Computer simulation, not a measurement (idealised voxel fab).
process module | voxel ribs on slabs
cross-section cut | 290 nm wide | cells 5 nm
A cross-section is a grid of square cells, given in bands from the top down. A band is one or more rows of cells.
Each band's line starts with the height of the band's top and of its bottom, in nm. Then come its materials from left to right, each with its width in nm. One material with "throughout" fills the band from edge to edge. "air" is empty space.
Height 0 is the level under which the wafer as received is all one material. The lowest band goes on downwards, as in "0 down".
A width such as "30 to 40" changes by the same amount from each row of cells to the next, from the band's top row to its bottom row.
"no change" after a step means that no cell of the cross-section changed.
closed voids: empty space of 8 cells or more with no open way to the top, each as width x height at its distance from the left edge, in nm
after a step's settings: what the simulator itself notes on the step
overlay nm, on a step with a mask: how far to the right of its planned place the mask lay; to the left if negative
plan
1 op RECEIVE | material Si
2 op DIRECTIONAL_DEP | material SiO2 | thk nm 20
3 op DIRECTIONAL_DEP | material polySi | thk nm 15
4 op MASKED_ETCH | tone cover | mask id RIB | width nm 20 | etch materials polySi | depth nm 10 | overlay nm 0
5 op MASKED_ETCH | tone cover | mask id SLAB | width nm 60 | etch materials polySi | depth nm 5 | overlay nm 0
6 op FILL_DEP | material SiO2 | thk nm 25
7 op CMP | height nm 45
8 op DIRECTIONAL_DEP | material TiN | thk nm 10
9 op DIRECTIONAL_DEP | material aC | thk nm 15
10 op PATTERN | tone cover | mask id HEATER | material resist | width nm 30 | thk nm 30 | overlay nm 0
11 op DIRECTIONAL_ETCH | etch materials aC | depth nm 15
12 op STRIP | etch materials resist
13 op DIRECTIONAL_ETCH | etch materials TiN | depth nm 10
14 op STRIP | etch materials aC
15 op CONFORMAL_DEP | material SiO2 | thk nm 5
varied across the wafers: height nm of step 7. The plan shows the first wafer's value. All wafers start alike
first wafer as received, after step 1
  0 down: Si throughout
  closed voids: none
each wafer at the end: cells of each material gained (+) or lost (-) since it was received, then its closed voids
height nm 45 | +564 SiO2 | +12 TiN | +20 polySi | closed voids: none
height nm 50 | +622 SiO2 | +12 TiN | +20 polySi | closed voids: none
height nm 55 | +680 SiO2 | +12 TiN | +20 polySi | closed voids: none
height nm 60 | +738 SiO2 | +12 TiN | +20 polySi | closed voids: none
